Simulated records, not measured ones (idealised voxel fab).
process module | voxel self aligned vias
cross-section cut | 175 nm wide | cells 5 nm
A cross-section is a grid of square cells, given in bands from the top down. A band is one or more rows of cells.
Each band's line starts with the height of the band's top and of its bottom, in nm. Then come its materials from left to right, each with its width in nm. One material with "throughout" fills the band from edge to edge. "air" is empty space.
Height 0 is the level under which the wafer as received is all one material. The lowest band goes on downwards, as in "0 down".
A width such as "30 to 40" changes by the same amount from each row of cells to the next, from the band's top row to its bottom row.
"no change" after a step means that no cell of the cross-section changed.
closed voids: empty space of 8 cells or more with no open way to the top, each as width x height at its distance from the left edge, in nm
after a step's settings: what the simulator itself notes on the step
overlay nm, on a step with a mask: how far to the right of its planned place the mask lay; to the left if negative
plan
1 op RECEIVE | material Si
2 op CONFORMAL_DEP | material SiO2 | thk nm 10
3 op CONFORMAL_DEP | material SiCN | thk nm 5
4 op DIRECTIONAL_DEP | material lowk | thk nm 30
5 op PATTERN | tone open | mask id LINES | material resist | width nm 30 | pitch nm 65 | thk nm 15 | overlay nm 0
6 op DIRECTIONAL_ETCH | etch materials lowk | depth nm 30
7 op STRIP | etch materials resist
8 op CONFORMAL_DEP | material TiN | thk nm 5
9 op FILL_DEP | material W | thk nm 10
10 op CMP | height nm 45
11 op SELECTIVE_ETCH | etch materials W Ru TiN | depth nm 10
12 op FILL_DEP | material SiN | thk nm 5
13 op CMP | height nm 45
14 op DIRECTIONAL_DEP | material lowk | thk nm 20
15 op PATTERN | tone open | mask id VIAS | material resist | width nm 40 | thk nm 20 | overlay nm 0
16 op DIRECTIONAL_ETCH | etch materials lowk | depth nm 20
17 op DIRECTIONAL_ETCH | etch materials SiN | depth nm 10
18 op STRIP | etch materials resist
19 op CONFORMAL_DEP | material TiN | thk nm 5
20 op FILL_DEP | material Cu | thk nm 10
21 op CMP | height nm 65
22 op CONFORMAL_DEP | material SiN | thk nm 5
as received, after step 1
  0 down: Si throughout
  closed voids: none
first wafer at the end, as planned
  70 to 65: SiN throughout
  65 to 50: lowk 35 | TiN 5 | Cu 30 | TiN 5 | lowk 100
  50 to 45: lowk 35 | TiN 10 | Cu 20 | TiN 10 | lowk 100
  45 to 40: lowk 40 | TiN 5 | Cu 20 | TiN 5 | lowk 35 | SiN 30 | lowk 40
  40 to 35: lowk 40 | TiN 30 | lowk 35 | SiN 30 | lowk 40
  35 to 20: lowk 40 | TiN 5 | W 20 | TiN 5 | lowk 35 | TiN 5 | W 20 | TiN 5 | lowk 40
  20 to 15: lowk 40 | TiN 30 | lowk 35 | TiN 30 | lowk 40
  15 to 10: SiCN throughout
  10 to 0: SiO2 throughout
  0 down: Si throughout
  closed voids: none
second wafer at the end: like start, like plan, one mistake
  70 to 65: SiN throughout
  65 to 50: lowk 35 | TiN 5 | Cu 30 | TiN 5 | lowk 100
  50 to 45: lowk 35 | TiN 10 | Cu 20 | TiN 10 | lowk 100
  45 to 40: lowk 40 | TiN 5 | Cu 20 | TiN 5 | lowk 35 | SiN 30 | lowk 40
  40 to 35: lowk 40 | TiN 30 | lowk 35 | SiN 30 | lowk 40
  35 to 20: lowk 40 | SiN 5 | W 20 | SiN 5 | lowk 35 | SiN 5 | W 20 | SiN 5 | lowk 40
  20 to 15: lowk 40 | SiN 30 | lowk 35 | SiN 30 | lowk 40
  15 to 10: SiCN throughout
  10 to 0: SiO2 throughout
  0 down: Si throughout
  closed voids: none
what went wrong: step 8 ran as: op CONFORMAL_DEP | material SiN | thk nm 5
at the end the second wafer has, in cells: 24 more of SiN | 24 fewer of TiN
